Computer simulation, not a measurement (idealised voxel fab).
Process module under the name voxel capacitor over wiring
Pictured: cross-section cut, 240 nm wide, on a grid of 5 nm square cells.
In this document a cross-section is written as a grid of square cells. It is given as a series of bands, listed from the top down, and a band is one or more rows of cells.
What a band's entry tells you: where the top is and where the bottom is, as heights in nm, and after that what lies inside, material by material from left to right, each with its width in nm. Empty space is written as the word "empty", and a single material marked with the word "full width" occupies the band from edge to edge.
Note: height 0 marks the level under which the wafer is uniformly one material as received. Lowest band unbounded below, written "0 down".
The two numbers in a width such as "30 to 40" mark its ends across the band: the first belongs to the top row of cells, the second to the bottom row, and from each row to the next the width moves by the same amount.
"nothing different" for a step: no cell of the cross-section changed in that step.
Closed empty spaces (no open way to the top) of 8 cells or more are what "Voids, sealed" lists, each as width x height at distance from the left edge, nm for all three.
Whatever follows a step's settings on its line is a remark the simulator itself makes about that step.
When a step includes a mask, the "overlay nm" setting on its line states how far to the right of its planned place that mask lay, and negative values state how far to the left.

# Listed below are the process steps as planned
| 1 | RECEIVE [material Si] |
| 2 | CONFORMAL_DEP [material SiO2] [thk nm 15] |
| 3 | CONFORMAL_DEP [material SiCN] [thk nm 5] |
| 4 | DIRECTIONAL_DEP [material SiO2] [thk nm 15] |
| 5 | PATTERN [tone open] [mask id METAL_1] [material resist] [width nm 25] [pitch nm 85] [thk nm 15] [overlay nm 0] |
| 6 | DIRECTIONAL_ETCH [etch materials SiO2] [depth nm 15] |
| 7 | DIRECTIONAL_ETCH [etch materials SiCN] [depth nm 5] |
| 8 | STRIP [etch materials resist] |
| 9 | CONFORMAL_DEP [material TiN] [thk nm 5] |
| 10 | FILL_DEP [material Ru] [thk nm 10] |
| 11 | CMP [height nm 35] |
| 12 | CONFORMAL_DEP [material SiCN] [thk nm 5] |
| 13 | DIRECTIONAL_DEP [material lowk] [thk nm 10] |
| 14 | PATTERN [tone open] [mask id PLUG_1] [material resist] [width nm 15] [thk nm 20] [overlay nm 0] |
| 15 | DIRECTIONAL_ETCH [etch materials lowk] [depth nm 10] |
| 16 | DIRECTIONAL_ETCH [etch materials SiCN] [depth nm 5] |
| 17 | STRIP [etch materials resist] |
| 18 | EPI [material Ru] [thk nm 10] |
| 19 | EPI [material Ru] [thk nm 5] |
| 20 | DIRECTIONAL_DEP [material TiN] [thk nm 5] |
| 21 | DIRECTIONAL_DEP [material Al2O3] [thk nm 5] |
| 22 | DIRECTIONAL_DEP [material TiN] [thk nm 5] |
| 23 | DIRECTIONAL_DEP [material aC] [thk nm 15] |
| 24 | PATTERN [tone cover] [mask id UPPER_PLATE] [material resist] [width nm 65] [thk nm 30] [overlay nm 0] |
| 25 | DIRECTIONAL_ETCH [etch materials aC] [depth nm 15] |
| 26 | STRIP [etch materials resist] |
| 27 | DIRECTIONAL_ETCH [etch materials TiN] [depth nm 5] |
| 28 | DIRECTIONAL_ETCH [etch materials Al2O3] [depth nm 5] |
| 29 | STRIP [etch materials aC] |
| 30 | PATTERN [tone cover] [mask id LOWER_PLATE] [material resist] [width nm 75] [thk nm 20] [overlay nm 0] |
| 31 | DIRECTIONAL_ETCH [etch materials TiN] [depth nm 5] |
| 32 | STRIP [etch materials resist] |
| 33 | FILL_DEP [material SiO2] [thk nm 15] |
| 34 | CMP [height nm 75] |
| 35 | DIRECTIONAL_DEP [material aC] [thk nm 15] |
| 36 | PATTERN [tone open] [mask id PLUG_2] [material resist] [width nm 15] [thk nm 35] [overlay nm 0] |
| 37 | DIRECTIONAL_ETCH [etch materials aC] [depth nm 15] |
| 38 | STRIP [etch materials resist] |
| 39 | DIRECTIONAL_ETCH [etch materials SiO2] [depth nm 10] |
| 40 | STRIP [etch materials aC] |
| 41 | CONFORMAL_DEP [material TiN] [thk nm 5] |
| 42 | FILL_DEP [material W] [thk nm 5] |
| 43 | CMP [height nm 75] |
| 44 | CONFORMAL_DEP [material SiCN] [thk nm 5] |
The width nm used in step 36 is not the same on every wafer, whereas the starting condition is; the value printed in the plan is the first wafer's.

# The first of several wafers, as received after step 1, seen in section
- 0 down = Si full width
- Voids, sealed: none

# Here is the cross-section of the first of several wafers at the end of the module, after its last step, step 44
- 80 to 75 = SiCN full width
- 75 to 70 = 85 nm SiO2; 5 nm TiN; 5 nm W; 5 nm TiN; 140 nm SiO2
- 70 to 60 = 85 to 75 nm SiO2; 15 to 65 nm TiN; 140 to 100 nm SiO2
- 60 to 55 = 75 nm SiO2; 65 nm Al2O3; 100 nm SiO2
- 55 to 50 = 70 nm SiO2; 75 nm TiN; 95 nm SiO2
- 50 to 40 = 75 nm lowk; 15 nm Ru; 150 nm lowk
- 40 to 35 = 75 nm SiCN; 15 nm Ru; 150 nm SiCN
- 35 to 20 = 65 nm SiO2; 5 nm TiN; 15 nm Ru; 5 nm TiN; 60 nm SiO2; 5 nm TiN; 15 nm Ru; 5 nm TiN; 65 nm SiO2
- 20 to 15 = 65 nm SiCN; 25 nm TiN; 60 nm SiCN; 25 nm TiN; 65 nm SiCN
- 15 to 0 = SiO2 full width
- 0 down = Si full width
- Voids, sealed: none

# Of the several wafers, the last: cross-section at the end of the module
- 80 to 75 = SiCN full width
- 75 to 70 = 80 nm SiO2; 5 nm TiN; 20 nm W; 5 nm TiN; 130 nm SiO2
- 70 to 60 = 80 to 75 nm SiO2; 30 to 65 nm TiN; 130 to 100 nm SiO2
- 60 to 55 = 75 nm SiO2; 65 nm Al2O3; 100 nm SiO2
- 55 to 50 = 70 nm SiO2; 75 nm TiN; 95 nm SiO2
- 50 to 40 = 75 nm lowk; 15 nm Ru; 150 nm lowk
- 40 to 35 = 75 nm SiCN; 15 nm Ru; 150 nm SiCN
- 35 to 20 = 65 nm SiO2; 5 nm TiN; 15 nm Ru; 5 nm TiN; 60 nm SiO2; 5 nm TiN; 15 nm Ru; 5 nm TiN; 65 nm SiO2
- 20 to 15 = 65 nm SiCN; 25 nm TiN; 60 nm SiCN; 25 nm TiN; 65 nm SiCN
- 15 to 0 = SiO2 full width
- 0 down = Si full width
- Voids, sealed: none

# wafer rows; end of module; cells per material since receipt: (+) gained, (-) lost; then closed voids
width nm 15 | +13 Al2O3 | +27 Ru | +131 SiCN | +451 SiO2 | +55 TiN | +1 W | +90 lowk | Voids, sealed: none
width nm 20 | +13 Al2O3 | +27 Ru | +131 SiCN | +449 SiO2 | +56 TiN | +2 W | +90 lowk | Voids, sealed: none
width nm 25 | +13 Al2O3 | +27 Ru | +131 SiCN | +447 SiO2 | +57 TiN | +3 W | +90 lowk | Voids, sealed: none
width nm 30 | +13 Al2O3 | +27 Ru | +131 SiCN | +445 SiO2 | +58 TiN | +4 W | +90 lowk | Voids, sealed: none
